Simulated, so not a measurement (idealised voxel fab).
The document below concerns the process module designated voxel self aligned contacts.
The cross-section shown here is cut; it is 235 nm wide and divided into square cells measuring 5 nm on a side.
Notation: cross-section as square-cell grid; stated in bands, top first, going down; one or more cell rows per band. The entry gives the band's vertical extent as a top height and a bottom height in nm, then its horizontal make-up as materials from left to right, each with a width in nm. "air" stands for empty space; a single material marked "full width" fills the band edge to edge. Heads up on the height convention: 0 is the point under which the incoming wafer is all one material, and the lowest band has no bottom, it just keeps going down, like "from 0 down". Graded width ("30..40"): value in top row of band = first number; value in bottom row = second number; row-to-row change constant. Any step labelled "stayed the same" changed none of the cells in the cross-section. Voids not open to the top, 8 cells minimum: see "Closed internal voids". Written width x height at distance; distance is from the left edge; nm. Note: text after step settings on the step line = simulator remark on that step. overlay nm: on a step with a mask, how far right of its planned place the mask lay; negative means left.

Planned step list for the process:
step 1: RECEIVE with material Si
step 2: CONFORMAL_DEP with material SiO2, thk nm 5
step 3: DIRECTIONAL_DEP with material polySi, thk nm 30
step 4: DIRECTIONAL_DEP with material SiN, thk nm 15
step 5: PATTERN with tone cover, mask id GATE, material resist, width nm 25, pitch nm 50, thk nm 20, overlay nm 0
step 6: DIRECTIONAL_ETCH with etch materials SiN, depth nm 15
step 7: DIRECTIONAL_ETCH with etch materials polySi, depth nm 30
step 8: STRIP with etch materials resist
step 9: CONFORMAL_DEP with material SiN, thk nm 5
step 10: DIRECTIONAL_ETCH with etch materials SiN, depth nm 5
step 11: FILL_DEP with material SiO2, thk nm 15
step 12: CMP with height nm 60
step 13: PATTERN with tone open, mask id CONTACT, material resist, width nm 35, pitch nm 50, thk nm 15, overlay nm 0
step 14: DIRECTIONAL_ETCH with etch materials SiO2, depth nm 60
step 15: STRIP with etch materials resist
step 16: CONFORMAL_DEP with material TiN, thk nm 5
step 17: FILL_DEP with material Ru, thk nm 10
step 18: CMP with height nm 60
step 19: CONFORMAL_DEP with material SiCN, thk nm 5

Wafer as received: cross-section following step 1:
* from 0 down = Si full width
* Closed internal voids: none

Cross-section taken at module completion on the first of two wafers; processed per the plan:
* from 65 to 60 = SiCN full width
* from 60 to 50 = 75 of SiO2, then 5..15 of TiN, then 25..5 of Ru, then 5..15 of TiN, then 15 of SiO2, then 5..15 of TiN, then 25..5 of Ru, then 5..15 of TiN, then 75 of SiO2
* from 50 to 35 = 50 of SiO2, then 35 of SiN, then 5 of TiN, then 5 of Ru, then 5 of TiN, then 35 of SiN, then 5 of TiN, then 5 of Ru, then 5 of TiN, then 35 of SiN, then 50 of SiO2
* from 35 to 5 = 50 of SiO2, then 5 of SiN, then 25 of polySi, then 5 of SiN, then 5 of TiN, then 5 of Ru, then 5 of TiN, then 5 of SiN, then 25 of polySi, then 5 of SiN, then 5 of TiN, then 5 of Ru, then 5 of TiN, then 5 of SiN, then 25 of polySi, then 5 of SiN, then 50 of SiO2
* from 5 to 0 = 85 of SiO2, then 15 of TiN, then 35 of SiO2, then 15 of TiN, then 85 of SiO2
* from 0 down = Si full width
* Closed internal voids: none

Presented here is a cross-section of the second of the two wafers as it stood at the end of the module. It was started in the same manner and assigned the same plan as the first wafer; however, one mistake was made in its execution:
* from 65 to 60 = SiCN full width
* from 60 to 50 = 75 of SiO2, then 5 of TiN, then 25 of Ru, then 5 of TiN, then 15 of SiO2, then 5 of TiN, then 25 of Ru, then 5 of TiN, then 75 of SiO2
* from 50 to 45 = 75 of SiO2, then 10 of TiN, then 15 of Ru, then 10 of TiN, then 15 of SiO2, then 10 of TiN, then 15 of Ru, then 10 of TiN, then 75 of SiO2
* from 45 to 35 = 55 of SiO2, then 25 of SiN, then 5 of TiN, then 15 of Ru, then 5 of TiN, then 25 of SiN, then 5 of TiN, then 15 of Ru, then 5 of TiN, then 25 of SiN, then 55 of SiO2
* from 35 to 5 = 55 of SiO2, then 25 of polySi, then 5 of TiN, then 15 of Ru, then 5 of TiN, then 25 of polySi, then 5 of TiN, then 15 of Ru, then 5 of TiN, then 25 of polySi, then 55 of SiO2
* from 5 to 0 = 80 of SiO2, then 25 of TiN, then 25 of SiO2, then 25 of TiN, then 80 of SiO2
* from 0 down = Si full width
* Closed internal voids: none
Deviation from plan: step 9 in the plan did not get run; it was skipped
Looking at both finished wafers in cells, the second ends up ahead of or behind the first on some materials: Ru: 44 more, SiN: 69 fewer, SiO2: 25 more
